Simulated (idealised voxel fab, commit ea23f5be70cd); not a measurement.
process module | voxel self aligned vias
cross-section cut | 280 nm wide | cells 5 nm
A cross-section is a grid of square cells, given in bands from the top down. A band is one or more rows of cells.
Each band's line starts with the height of the band's top and of its bottom, in nm. Then come its materials from left to right, each with its width in nm. One material with "throughout" fills the band from edge to edge. "air" is empty space.
Height 0 is the level under which the wafer as received is all one material. The lowest band goes on downwards, as in "0 down".
A width such as "30 to 40" changes by the same amount from each row of cells to the next, from the band's top row to its bottom row.
"no change" after a step means that no cell of the cross-section changed.
closed voids: empty space of 8 cells or more with no open way to the top, each as width x height at its distance from the left edge, in nm
after a step's settings: what the simulator itself notes on the step
overlay nm, on a step with a mask: how far to the right of its planned place the mask lay; to the left if negative
plan
1 op RECEIVE | material Si
2 op CONFORMAL_DEP | material SiO2 | thk nm 10
3 op CONFORMAL_DEP | material SiCN | thk nm 5
4 op DIRECTIONAL_DEP | material lowk | thk nm 20
5 op DIRECTIONAL_DEP | material aC | thk nm 10
6 op PATTERN | tone open | mask id LINES | material resist | width nm 25 | pitch nm 70 | thk nm 25 | overlay nm 0
7 op DIRECTIONAL_ETCH | etch materials aC | depth nm 10
8 op STRIP | etch materials resist
9 op DIRECTIONAL_ETCH | etch materials lowk | depth nm 20
10 op STRIP | etch materials aC
11 op CONFORMAL_DEP | material TiN | thk nm 5
12 op FILL_DEP | material Ru | thk nm 10
13 op CMP | height nm 35
14 op SELECTIVE_ETCH | etch materials W Ru TiN | depth nm 10
15 op FILL_DEP | material SiN | thk nm 10
16 op CMP | height nm 35
17 op DIRECTIONAL_DEP | material lowk | thk nm 15
18 op DIRECTIONAL_DEP | material aC | thk nm 15
19 op PATTERN | tone open | mask id VIAS | material resist | width nm 45 | pitch nm 70 | thk nm 30 | overlay nm 0
20 op DIRECTIONAL_ETCH | etch materials aC | depth nm 15
21 op STRIP | etch materials resist
22 op DIRECTIONAL_ETCH | etch materials lowk | depth nm 15
23 op DIRECTIONAL_ETCH | etch materials SiN | depth nm 10
24 op STRIP | etch materials aC
25 op CONFORMAL_DEP | material TiN | thk nm 5
26 op FILL_DEP | material W | thk nm 10
27 op CMP | height nm 50
28 op CONFORMAL_DEP | material SiCN | thk nm 5
as received, after step 1
  0 down: Si throughout
  closed voids: none
a wafer at the end: this start, this plan, one mistake
  55 to 50: SiCN throughout
  50 to 40: lowk 45 | TiN 5 | W 35 | TiN 5 | lowk 25 | TiN 5 | W 35 | TiN 5 | lowk 25 | TiN 5 | W 35 | TiN 5 | lowk 50
  40 to 35: lowk 45 | TiN 45 | lowk 25 | TiN 45 | lowk 25 | TiN 45 | lowk 50
  35 to 30: SiCN throughout
  30 to 10: lowk throughout
  10 to 0: SiO2 throughout
  0 down: Si throughout
  closed voids: none
what went wrong: steps 3 and 4 were swapped
